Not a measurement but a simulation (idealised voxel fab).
Process module name: voxel tone inversion
FYI the section here is cut, 275 nm wide, cells are 5 nm squares.
We lay out every cross-section as a grid of square cells and spell it out in bands from the top down, where one band means one or more rows of cells. Top, bottom (nm), then materials left to right with widths (nm); lone material tagged "all across" fills the whole band edge to edge; "empty" = empty space. It should be noted that heights are counted from 0, beneath which the wafer as supplied is of one material throughout, and that the lowest band possesses no lower boundary but continues downward, as written in "0 -> down". The notation "30 to 40" denotes a width that varies across the rows of cells in the band, beginning at the first number in the top row, finishing at the second number in the bottom row, and changing by an identical amount from each row to the next. Key: "no change" - step with no changed cell in the cross-section. "Closed void catalog" - sealed voids, min. 8 cells, no opening to top; format: width x height at distance (distance from left edge; nm throughout). Anything after a step's settings on that line? It's the simulator's own note about the step. overlay nm: how far to the right of its planned place the mask lay on this masked step (negative: to the left).
**Steps planned for the process**
step 1: RECEIVE: material Si
step 2: CONFORMAL_DEP: material SiCN, thk nm 10
step 3: DIRECTIONAL_DEP: material polySi, thk nm 15
step 4: PATTERN: tone cover, mask id POSTS, material resist, width nm 20, pitch nm 40, thk nm 25, overlay nm -15
step 5: DIRECTIONAL_ETCH: etch materials polySi, depth nm 15
step 6: STRIP: etch materials resist
step 7: FILL_DEP: material lowk, thk nm 10
step 8: CMP: height nm 25
step 9: STRIP: etch materials polySi
step 10: CONFORMAL_DEP: material TiN, thk nm 5
step 11: FILL_DEP: material Ru, thk nm 10
step 12: CMP: height nm 25
step 13: CONFORMAL_DEP: material SiN, thk nm 5
The wafers in this document start out alike and differ in the overlay nm applied at step 4; the plan shows the value used for the first wafer.
**Received wafers, first of several: cross-section after step 1**
> 0 -> down  Si all across
> Closed void catalog: none
**Gained (+) or lost (-) cells of each material since receipt, then closed voids: one row per wafer, at the end of the module**
overlay nm -15 | +16 Ru | +110 SiCN | +55 SiN | +32 TiN | +117 lowk | Closed void catalog: none
overlay nm -10 | +16 Ru | +110 SiCN | +55 SiN | +32 TiN | +117 lowk | Closed void catalog: none
overlay nm -5 | +16 Ru | +110 SiCN | +55 SiN | +32 TiN | +117 lowk | Closed void catalog: none
overlay nm 0 | +16 Ru | +110 SiCN | +55 SiN | +32 TiN | +117 lowk | Closed void catalog: none
overlay nm 5 | +16 Ru | +110 SiCN | +55 SiN | +32 TiN | +117 lowk | Closed void catalog: none
overlay nm 10 | +16 Ru | +110 SiCN | +55 SiN | +32 TiN | +117 lowk | Closed void catalog: none
overlay nm 15 | +16 Ru | +110 SiCN | +55 SiN | +32 TiN | +117 lowk | Closed void catalog: none
